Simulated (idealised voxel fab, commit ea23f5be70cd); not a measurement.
Title: Process Module voxel local oxidation
Displayed cross-section: cut, width of 175 nm, square cells sized 5 nm.
Throughout this document, each cross-section is represented as a grid of square cells and is presented as a sequence of bands enumerated from the top downward, where a band comprises one or more rows of cells. Band: top and bottom heights (nm) first, top before bottom; then materials from left to right, widths in nm. "everywhere" marks a sole material filling the band edge to edge. "blank" denotes empty space. Counting heights begins at 0, where everything beneath is, in the wafer as received, one material. The lowest band has no bottom; it goes on downwards, as "0 nm and below" shows. A width such as "30 to 40" changes by the same amount from each row of cells to the next, from the band's top row to its bottom row. Where the words "no change" appear for a step, the cross-section shows no cell changed by that step; every cell remained as before. Empty spaces counting at least 8 cells and having no open way to the top are listed in "Closed void table". The notation width x height at distance is used for each, the distance being from the left edge and all three values in nm. It should be noted that, on the line of a given step, the content following the step's settings is a remark produced by the simulator itself with respect to that step. The optional step-line setting "overlay nm" applies to steps with a mask and quantifies how far to the right of its planned location the mask lay, a negative value indicating leftward placement.

-- List of planned process steps
1 RECEIVE with material Si
2 CONFORMAL_DEP with material SiO2, thk nm 5
3 CONFORMAL_DEP with material SiN, thk nm 15
4 MASKED_ETCH with tone cover, mask id ACTIVE, width nm 90, etch materials SiN, depth nm 15, overlay nm 0
5 SELECTIVE_ETCH with etch materials SiO2, depth nm 5
6 OXIDIZE with depth nm 15
7 STRIP with etch materials SiN

-- Cross-section of the wafer upon arrival, representing the state reached after step 1
    0 nm and below = Si everywhere
    Closed void table: none

-- First of two wafers at the end of the module, shown in cross-section; run carried out as planned
    5 nm to 0 nm = blank 45  SiO2 80  blank 50
    0 nm to -15 nm = SiO2 60  Si 50  SiO2 65
    -15 nm and below = Si everywhere
    Closed void table: none

-- Here is the second of the two wafers cut open at the end of the module - same start, same plan as the first one, but we made one mistake running it
    5 nm to 0 nm = blank 40  SiO2 90  blank 45
    0 nm to -15 nm = SiO2 55  Si 60  SiO2 60
    -15 nm and below = Si everywhere
    Closed void table: none
What went wrong in running the wafer? it should be noted that step 4 was executed with settings other than those planned, the operation and settings actually applied being MASKED_ETCH with tone cover, mask id ACTIVE, width nm 100, etch materials SiN, depth nm 15, overlay nm 0
End of process, cell counts, second wafer against first, materials with more or fewer: Si: 6 more, SiO2: 4 fewer
